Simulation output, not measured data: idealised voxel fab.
Documented hereafter: the process module known as voxel fin reveal.
Pictured: cross-section cut, 190 nm wide, on a grid of 5 nm square cells.
We lay out every cross-section as a grid of square cells and spell it out in bands from the top down, where one band means one or more rows of cells.
Read a band's entry like this: the first values are the height of its top and the height of its bottom in nm, and what follows is the sequence of materials from left to right, each with its width in nm. Note that "air" is empty space, and that a single material marked "throughout" reaches across the band from edge to edge.
A quick word on heights: they are counted from 0, and under that level the wafer as it came to us is one material throughout. The lowest band is different from the rest in having no bottom; it simply continues downward, written as in "top 0, no bottom".
A width such as "30..40" changes by the same amount from each row of cells to the next, from the band's top row to its bottom row.
"nothing was modified" for a step: no cell of the cross-section changed in that step.
This entry, "Voids, fully enclosed", enumerates those empty regions of no fewer than 8 cells that possess no open connection to the top. Each region is reported in the form width x height at distance, the distance being taken from the left edge, with all three quantities expressed in nm.
Step line, after settings: the simulator's comment on this step.
A step line may carry the setting "overlay nm", which, for steps involving a mask, states the distance by which the mask lay to the right of its intended position; negative values denote displacement to the left.
## Steps planned for the process
1) op RECEIVE | material Si
2) op CONFORMAL_DEP | material SiN | thk nm 5
3) op PATTERN | tone cover | mask id FINS | material resist | width nm 15 | pitch nm 45 | thk nm 20 | overlay nm 0
4) op DIRECTIONAL_ETCH | etch materials SiN | depth nm 5
5) op DIRECTIONAL_ETCH | etch materials Si | depth nm 35
6) op STRIP | etch materials resist
7) op OXIDIZE | depth nm 5
8) op FILL_DEP | material SiO2 | thk nm 5
9) op CMP | height nm 5
10) op SELECTIVE_ETCH | etch materials SiO2 | depth nm 15
11) op STRIP | etch materials SiN
12) op CONFORMAL_DEP | material SiO2 | thk nm 5
## Account of the first of two wafers, which was processed as intended
## Wafer as received: cross-section following step 1
    top 0, no bottom: Si throughout
    Voids, fully enclosed: none
## Presented here is a cross-section of the wafer after step 2 has been performed
    top 5, bottom 0: SiN throughout
    Lower than 0, everything is as it was.
## Presented here is a cross-section of the wafer after step 3 has been performed
    top 25, bottom 5: air: 20, resist: 15, air: 30, resist: 15, air: 30, resist: 15, air: 30, resist: 15, air: 20
    Lower than 5, everything is as it was.
## Presented here is a cross-section of the wafer after step 4 has been performed
    top 25, bottom 5: air: 20, resist: 15, air: 30, resist: 15, air: 30, resist: 15, air: 30, resist: 15, air: 20
    top 5, bottom 0: air: 20, SiN: 15, air: 30, SiN: 15, air: 30, SiN: 15, air: 30, SiN: 15, air: 20
    Lower than 0, everything is as it was.
## Presented here is a cross-section of the wafer after step 5 has been performed
    top 25, bottom 5: air: 20, resist: 15, air: 30, resist: 15, air: 30, resist: 15, air: 30, resist: 15, air: 20
    top 5, bottom 0: air: 20, SiN: 15, air: 30, SiN: 15, air: 30, SiN: 15, air: 30, SiN: 15, air: 20
    top 0, bottom -35: air: 20, Si: 15, air: 30, Si: 15, air: 30, Si: 15, air: 30, Si: 15, air: 20
    Lower than -35, everything is as it was.
## Presented here is a cross-section of the wafer after step 6 has been performed
    top 5, bottom 0: air: 20, SiN: 15, air: 30, SiN: 15, air: 30, SiN: 15, air: 30, SiN: 15, air: 20
    Lower than 0, everything is as it was.
## Presented here is a cross-section of the wafer after step 7 has been performed
    top 5, bottom 0: air: 20, SiN: 15, air: 30, SiN: 15, air: 30, SiN: 15, air: 30, SiN: 15, air: 20
    top 0, bottom -35: air: 20, SiO2: 5, Si: 5, SiO2: 5, air: 30, SiO2: 5, Si: 5, SiO2: 5, air: 30, SiO2: 5, Si: 5, SiO2: 5, air: 30, SiO2: 5, Si: 5, SiO2: 5, air: 20
    top -35, bottom -40: SiO2: 25, Si: 5, SiO2: 40, Si: 5, SiO2: 40, Si: 5, SiO2: 40, Si: 5, SiO2: 25
    Lower than -40, everything is as it was.
## Presented here is a cross-section of the wafer after step 8 has been performed
    top 10, bottom 5: SiO2 throughout
    top 5, bottom 0: SiO2: 20, SiN: 15, SiO2: 30, SiN: 15, SiO2: 30, SiN: 15, SiO2: 30, SiN: 15, SiO2: 20
    top 0, bottom -40: SiO2: 25, Si: 5, SiO2: 40, Si: 5, SiO2: 40, Si: 5, SiO2: 40, Si: 5, SiO2: 25
    Lower than -40, everything is as it was.
## Presented here is a cross-section of the wafer after step 9 has been performed
    top 5, bottom 0: SiO2: 20, SiN: 15, SiO2: 30, SiN: 15, SiO2: 30, SiN: 15, SiO2: 30, SiN: 15, SiO2: 20
    Lower than 0, everything is as it was.
## Presented here is a cross-section of the wafer after step 10 has been performed
    top 5, bottom 0: air: 20, SiN: 15, air: 30, SiN: 15, air: 30, SiN: 15, air: 30, SiN: 15, air: 20
    top 0, bottom -10: air: 25, Si: 5, air: 40, Si: 5, air: 40, Si: 5, air: 40, Si: 5, air: 25
    Lower than -10, everything is as it was.
## Presented here is a cross-section of the wafer after step 11 has been performed
    top 0, bottom -10: air: 25, Si: 5, air: 40, Si: 5, air: 40, Si: 5, air: 40, Si: 5, air: 25
    Lower than -10, everything is as it was.
## Presented here is a cross-section of the wafer after step 12 has been performed
    top 5, bottom 0: air: 20, SiO2: 15, air: 30, SiO2: 15, air: 30, SiO2: 15, air: 30, SiO2: 15, air: 20
    top 0, bottom -5: air: 20, SiO2: 5, Si: 5, SiO2: 5, air: 30, SiO2: 5, Si: 5, SiO2: 5, air: 30, SiO2: 5, Si: 5, SiO2: 5, air: 30, SiO2: 5, Si: 5, SiO2: 5, air: 20
    top -5, bottom -40: SiO2: 25, Si: 5, SiO2: 40, Si: 5, SiO2: 40, Si: 5, SiO2: 40, Si: 5, SiO2: 25
    Lower than -40, everything is as it was.
## Okay, second wafer. Nothing different at the start, nothing different in the plan, just one mistake somewhere in the running. As far as step 2, counting that step, it's the first wafer all over again
## X-section, second wafer, when step 3 was due to finish
    top 25, bottom 5: air: 15, resist: 25, air: 20, resist: 25, air: 20, resist: 25, air: 20, resist: 25, air: 15
    Lower than 5, everything is as it was.
## X-section, second wafer, when step 4 was due to finish
    top 25, bottom 5: air: 15, resist: 25, air: 20, resist: 25, air: 20, resist: 25, air: 20, resist: 25, air: 15
    top 5, bottom 0: air: 15, SiN: 25, air: 20, SiN: 25, air: 20, SiN: 25, air: 20, SiN: 25, air: 15
    Lower than 0, everything is as it was.
## X-section, second wafer, when step 5 was due to finish
    top 25, bottom 5: air: 15, resist: 25, air: 20, resist: 25, air: 20, resist: 25, air: 20, resist: 25, air: 15
    top 5, bottom 0: air: 15, SiN: 25, air: 20, SiN: 25, air: 20, SiN: 25, air: 20, SiN: 25, air: 15
    top 0, bottom -35: air: 15, Si: 25, air: 20, Si: 25, air: 20, Si: 25, air: 20, Si: 25, air: 15
    Lower than -35, everything is as it was.
## X-section, second wafer, when step 6 was due to finish
    top 5, bottom 0: air: 15, SiN: 25, air: 20, SiN: 25, air: 20, SiN: 25, air: 20, SiN: 25, air: 15
    Lower than 0, everything is as it was.
## X-section, second wafer, when step 7 was due to finish
    top 5, bottom 0: air: 15, SiN: 25, air: 20, SiN: 25, air: 20, SiN: 25, air: 20, SiN: 25, air: 15
    top 0, bottom -35: air: 15, SiO2: 5, Si: 15, SiO2: 5, air: 20, SiO2: 5, Si: 15, SiO2: 5, air: 20, SiO2: 5, Si: 15, SiO2: 5, air: 20, SiO2: 5, Si: 15, SiO2: 5, air: 15
    top -35, bottom -40: SiO2: 20, Si: 15, SiO2: 30, Si: 15, SiO2: 30, Si: 15, SiO2: 30, Si: 15, SiO2: 20
    Lower than -40, everything is as it was.
## X-section, second wafer, when step 8 was due to finish
    top 10, bottom 5: SiO2 throughout
    top 5, bottom 0: SiO2: 15, SiN: 25, SiO2: 20, SiN: 25, SiO2: 20, SiN: 25, SiO2: 20, SiN: 25, SiO2: 15
    top 0, bottom -40: SiO2: 20, Si: 15, SiO2: 30, Si: 15, SiO2: 30, Si: 15, SiO2: 30, Si: 15, SiO2: 20
    Lower than -40, everything is as it was.
## X-section, second wafer, when step 9 was due to finish
    top 5, bottom 0: SiO2: 15, SiN: 25, SiO2: 20, SiN: 25, SiO2: 20, SiN: 25, SiO2: 20, SiN: 25, SiO2: 15
    Lower than 0, everything is as it was.
## X-section, second wafer, when step 10 was due to finish
    top 5, bottom 0: air: 15, SiN: 25, air: 20, SiN: 25, air: 20, SiN: 25, air: 20, SiN: 25, air: 15
    top 0, bottom -10: air: 20, Si: 15, air: 30, Si: 15, air: 30, Si: 15, air: 30, Si: 15, air: 20
    Lower than -10, everything is as it was.
## X-section, second wafer, when step 11 was due to finish
    top 0, bottom -10: air: 20, Si: 15, air: 30, Si: 15, air: 30, Si: 15, air: 30, Si: 15, air: 20
    Lower than -10, everything is as it was.
## X-section, second wafer, when step 12 was due to finish
    top 5, bottom 0: air: 15, SiO2: 25, air: 20, SiO2: 25, air: 20, SiO2: 25, air: 20, SiO2: 25, air: 15
    top 0, bottom -5: air: 15, SiO2: 5, Si: 15, SiO2: 5, air: 20, SiO2: 5, Si: 15, SiO2: 5, air: 20, SiO2: 5, Si: 15, SiO2: 5, air: 20, SiO2: 5, Si: 15, SiO2: 5, air: 15
    top -5, bottom -40: SiO2: 20, Si: 15, SiO2: 30, Si: 15, SiO2: 30, Si: 15, SiO2: 30, Si: 15, SiO2: 20
    Lower than -40, everything is as it was.
Against the plan, the run slipped here: step 3 ran with different settings than intended, the actual operation and settings being op PATTERN | tone cover | mask id FINS | material resist | width nm 25 | pitch nm 45 | thk nm 20 | overlay nm 0
Final difference in cells, second wafer against first, listed per material as more or fewer: Si +64 | SiO2 -48
